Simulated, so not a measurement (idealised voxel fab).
Process module heading - voxel gate over fins
We display cut, a cross-section 240 nm in width whose square cells are each 5 nm.
We lay out every cross-section as a grid of square cells and spell it out in bands from the top down, where one band means one or more rows of cells. Top height, bottom height, nm. Materials left to right, width each, nm. Single material + "everywhere" = fills band edge to edge. "air" = empty. The level at which height equals 0 is the one under which the wafer, as it arrives, is entirely one material. No lower edge exists for the bottom band, which continues downward and is notated as in "0 nm and below". Graded width ("30 to 40"): value in top row of band = first number; value in bottom row = second number; row-to-row change constant. "changes: none" (step): cross-section cells unchanged, all of them. Closed-off voids of 8+ cells (no open route to the top) go in "closed voids", written width x height at distance from the left edge, in nm. Past the settings on a step's line: simulator remark, on that step. overlay nm: on a step with a mask, how far right of its planned place the mask lay; negative means left.

Here's what the planned process steps look like:
1: RECEIVE: material Si
2: CONFORMAL_DEP: material SiN, thk nm 5
3: DIRECTIONAL_DEP: material aC, thk nm 10
4: PATTERN: tone cover, mask id FINS, material resist, width nm 15, pitch nm 40, thk nm 30, overlay nm 0
5: DIRECTIONAL_ETCH: etch materials aC, depth nm 10
6: STRIP: etch materials resist
7: DIRECTIONAL_ETCH: etch materials SiN, depth nm 5
8: DIRECTIONAL_ETCH: etch materials Si, depth nm 40
9: STRIP: etch materials aC
10: OXIDIZE: depth nm 5
11: FILL_DEP: material SiO2, thk nm 5
12: CMP: height nm 5
13: SELECTIVE_ETCH: etch materials SiO2, depth nm 15
14: STRIP: etch materials SiN
15: CONFORMAL_DEP: material HfO2, thk nm 5
16: CONFORMAL_DEP: material TiN, thk nm 5
17: FILL_DEP: material W, thk nm 15
18: CMP: height nm 20
19: CONFORMAL_DEP: material SiN, thk nm 10

Wafer as received: cross-section following step 1:
> 0 nm and below  Si everywhere
> closed voids: none

Cross-section, first of two wafers, end of module, run as planned:
> 30 nm to 20 nm  SiN everywhere
> 20 nm to 10 nm  W everywhere
> 10 nm to 5 nm  65 nm W  25 nm TiN  15 nm W  25 nm TiN  15 nm W  25 nm TiN  70 nm W
> 5 nm to 0 nm  65 nm W  5 nm TiN  15 nm HfO2  5 nm TiN  15 nm W  5 nm TiN  15 nm HfO2  5 nm TiN  15 nm W  5 nm TiN  15 nm HfO2  5 nm TiN  70 nm W
> 0 nm to -5 nm  70 nm TiN  5 nm HfO2  5 nm Si  5 nm HfO2  25 nm TiN  5 nm HfO2  5 nm Si  5 nm HfO2  25 nm TiN  5 nm HfO2  5 nm Si  5 nm HfO2  75 nm TiN
> -5 nm to -10 nm  75 nm HfO2  5 nm Si  35 nm HfO2  5 nm Si  35 nm HfO2  5 nm Si  80 nm HfO2
> -10 nm to -45 nm  75 nm SiO2  5 nm Si  35 nm SiO2  5 nm Si  35 nm SiO2  5 nm Si  80 nm SiO2
> -45 nm and below  Si everywhere
> closed voids: none

Cross-sectional image of the second wafer of the two following completion of the module. Starting state and process plan were the same as for the first wafer; one execution error occurred:
> 30 nm to 20 nm  SiN everywhere
> 20 nm to 15 nm  W everywhere
> 15 nm to 10 nm  TiN everywhere
> 10 nm to 5 nm  75 nm HfO2  5 nm TiN  35 nm HfO2  5 nm TiN  35 nm HfO2  5 nm TiN  80 nm HfO2
> 5 nm to 0 nm  70 nm TiN  15 nm HfO2  25 nm TiN  15 nm HfO2  25 nm TiN  15 nm HfO2  75 nm TiN
> 0 nm to -40 nm  70 nm TiN  5 nm SiO2  5 nm Si  5 nm SiO2  25 nm TiN  5 nm SiO2  5 nm Si  5 nm SiO2  25 nm TiN  5 nm SiO2  5 nm Si  5 nm SiO2  75 nm TiN
> -40 nm to -45 nm  75 nm SiO2  5 nm Si  35 nm SiO2  5 nm Si  35 nm SiO2  5 nm Si  80 nm SiO2
> -45 nm and below  Si everywhere
> closed voids: none
Against the plan, the run slipped here: step 11 was processed under conditions differing from the plan, specifically as FILL_DEP: material TiN, thk nm 5
Upon completion, the second wafer contains, in terms of cells, a greater or smaller amount of certain materials than the first wafer: HfO2 -6, SiO2 -222, TiN +342, W -114
